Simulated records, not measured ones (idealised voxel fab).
process module | voxel released beams
cross-section cut | 210 nm wide | cells 5 nm
A cross-section is a grid of square cells, given in bands from the top down. A band is one or more rows of cells.
Each band's line starts with the height of the band's top and of its bottom, in nm. Then come its materials from left to right, each with its width in nm. One material with "throughout" fills the band from edge to edge. "air" is empty space.
Height 0 is the level under which the wafer as received is all one material. The lowest band goes on downwards, as in "0 down".
A width such as "30 to 40" changes by the same amount from each row of cells to the next, from the band's top row to its bottom row.
"no change" after a step means that no cell of the cross-section changed.
closed voids: empty space of 8 cells or more with no open way to the top, each as width x height at its distance from the left edge, in nm
after a step's settings: what the simulator itself notes on the step
overlay nm, on a step with a mask: how far to the right of its planned place the mask lay; to the left if negative
plan
1 op RECEIVE | material Si
2 op CONFORMAL_DEP | material Al2O3 | thk nm 5
3 op DIRECTIONAL_DEP | material SiO2 | thk nm 20
4 op DIRECTIONAL_DEP | material aC | thk nm 10
5 op PATTERN | tone open | mask id ANCHOR | material resist | width nm 35 | thk nm 25 | overlay nm 0
6 op DIRECTIONAL_ETCH | etch materials aC | depth nm 10
7 op STRIP | etch materials resist
8 op DIRECTIONAL_ETCH | etch materials SiO2 | depth nm 20
9 op STRIP | etch materials aC
10 op CONFORMAL_DEP | material W | thk nm 10
11 op MASKED_ETCH | tone cover | mask id BEAM | width nm 80 | etch materials W | depth nm 10 | overlay nm 0
12 op STRIP | etch materials SiO2
as received, after step 1
  0 down: Si throughout
  closed voids: none
first wafer at the end, as planned
  35 to 25: air 60 | W 15 | air 15 | W 50 | air 70
  25 to 15: air 65 | W 10 | air 15 | W 10 | air 110
  15 to 5: air 65 | W 35 | air 110
  5 to 0: Al2O3 throughout
  0 down: Si throughout
  closed voids: none
second wafer at the end: like start, like plan, one mistake
  35 to 25: air 60 | W 20 | air 5 | W 55 | air 70
  25 to 15: air 70 | W 10 | air 5 | W 10 | air 115
  15 to 5: air 70 | W 25 | air 115
  5 to 0: Al2O3 throughout
  0 down: Si throughout
  closed voids: none
what went wrong: step 5 ran as: op PATTERN | tone open | mask id ANCHOR | material resist | width nm 25 | thk nm 25 | overlay nm 0
at the end the second wafer has, in cells: as many of each material as the first, in other places
